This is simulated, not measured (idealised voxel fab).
The document below concerns the process module designated voxel wiring stack.
cross-section cut | 160 nm wide | cells 5 nm
The cross-sections in this document take the form of a grid made of square cells. They are written out as bands, in order from top to bottom. Each band consists of one or more rows of cells.
Band: top and bottom heights (nm) first, top before bottom; then materials from left to right, widths in nm. "full width" marks a sole material filling the band edge to edge. "empty" denotes empty space.
Beneath 0, the wafer as received is one material, and that level is where height counting begins. The lowest band goes on downward without a bottom; it is written like "0 down".
A two-number width, for instance "30 to 40", indicates that the width is equal to the first number in the top row of the band and to the second number in the bottom row, and that it changes by a constant amount per row of cells.
When a step is marked "all unchanged", none of the cells in the cross-section changed during that step.
Voids not open to the top, 8 cells minimum: see "Enclosed void entries". Written width x height at distance; distance is from the left edge; nm.
On each step's line, the part that comes after the settings is the simulator's own comment on the step.
overlay nm: mask right of planned place by this much (step with mask). Neg. = left.

**Set out below are the planned steps of the process**
1 RECEIVE [material Si]
2 CONFORMAL_DEP [material SiO2] [thk nm 15]
3 CONFORMAL_DEP [material SiN] [thk nm 5]
4 DIRECTIONAL_DEP [material SiO2] [thk nm 25]
5 PATTERN [tone open] [mask id METAL_1] [material resist] [width nm 25] [pitch nm 45] [thk nm 15] [overlay nm 0]
6 DIRECTIONAL_ETCH [etch materials SiO2] [depth nm 25]
7 DIRECTIONAL_ETCH [etch materials SiN] [depth nm 5]
8 STRIP [etch materials resist]
9 CONFORMAL_DEP [material TiN] [thk nm 5]
10 FILL_DEP [material W] [thk nm 5]
11 CMP [height nm 45]
12 CONFORMAL_DEP [material SiCN] [thk nm 5]
13 DIRECTIONAL_DEP [material SiO2] [thk nm 30]
14 DIRECTIONAL_DEP [material aC] [thk nm 10]
15 PATTERN [tone open] [mask id METAL_2_HOLES] [material resist] [width nm 15] [pitch nm 90] [thk nm 30] [overlay nm 0]
16 DIRECTIONAL_ETCH [etch materials aC] [depth nm 10]
17 STRIP [etch materials resist]
18 DIRECTIONAL_ETCH [etch materials SiO2] [depth nm 30]
19 STRIP [etch materials aC]
20 DIRECTIONAL_DEP [material aC] [thk nm 15]
21 PATTERN [tone open] [mask id METAL_2] [material resist] [width nm 25] [pitch nm 45] [thk nm 35] [overlay nm 0]
22 DIRECTIONAL_ETCH [etch materials aC] [depth nm 15]
23 STRIP [etch materials resist]
24 DIRECTIONAL_ETCH [etch materials SiO2] [depth nm 15]
25 DIRECTIONAL_ETCH [etch materials SiCN] [depth nm 5]
26 STRIP [etch materials aC]
27 CONFORMAL_DEP [material TiN] [thk nm 5]
28 FILL_DEP [material Cu] [thk nm 10]
29 CMP [height nm 80]
30 CONFORMAL_DEP [material SiCN] [thk nm 5]

**Delivered wafer in cross-section: state after step 1**
> 0 down | Si full width
> Enclosed void entries: none

**Final cross-section, module run with one mistake (start and plan as above)**
> 85 to 80 | SiCN full width
> 80 to 70 | SiO2=20, TiN=5, Cu=25, TiN=5, SiO2=20, TiN=5, Cu=15, TiN=5, SiO2=10, TiN=5, Cu=25, TiN=5, SiO2=15
> 70 to 65 | SiO2=20, TiN=5, Cu=5, TiN=25, SiO2=20, TiN=25, SiO2=10, TiN=5, Cu=5, TiN=25, SiO2=15
> 65 to 55 | SiO2=20, TiN=5, Cu=5, TiN=5, SiO2=75, TiN=5, Cu=5, TiN=5, SiO2=35
> 55 to 50 | SiO2=20, TiN=15, SiO2=75, TiN=15, SiO2=35
> 50 to 45 | SiCN=30, TiN=5, SiCN=85, TiN=5, SiCN=35
> 45 to 20 | SiO2=20, TiN=5, W=15, TiN=5, SiO2=20, TiN=5, W=15, TiN=5, SiO2=20, TiN=5, W=15, TiN=5, SiO2=25
> 20 to 15 | SiN=20, TiN=25, SiN=20, TiN=25, SiN=20, TiN=25, SiN=25
> 15 to 0 | SiO2 full width
> 0 down | Si full width
> Enclosed void entries: none
What went wrong in running the wafer? the process deviated at step 21: the operation and settings actually run there were PATTERN [tone open] [mask id METAL_2] [material resist] [width nm 25] [pitch nm 45] [thk nm 35] [overlay nm 10]
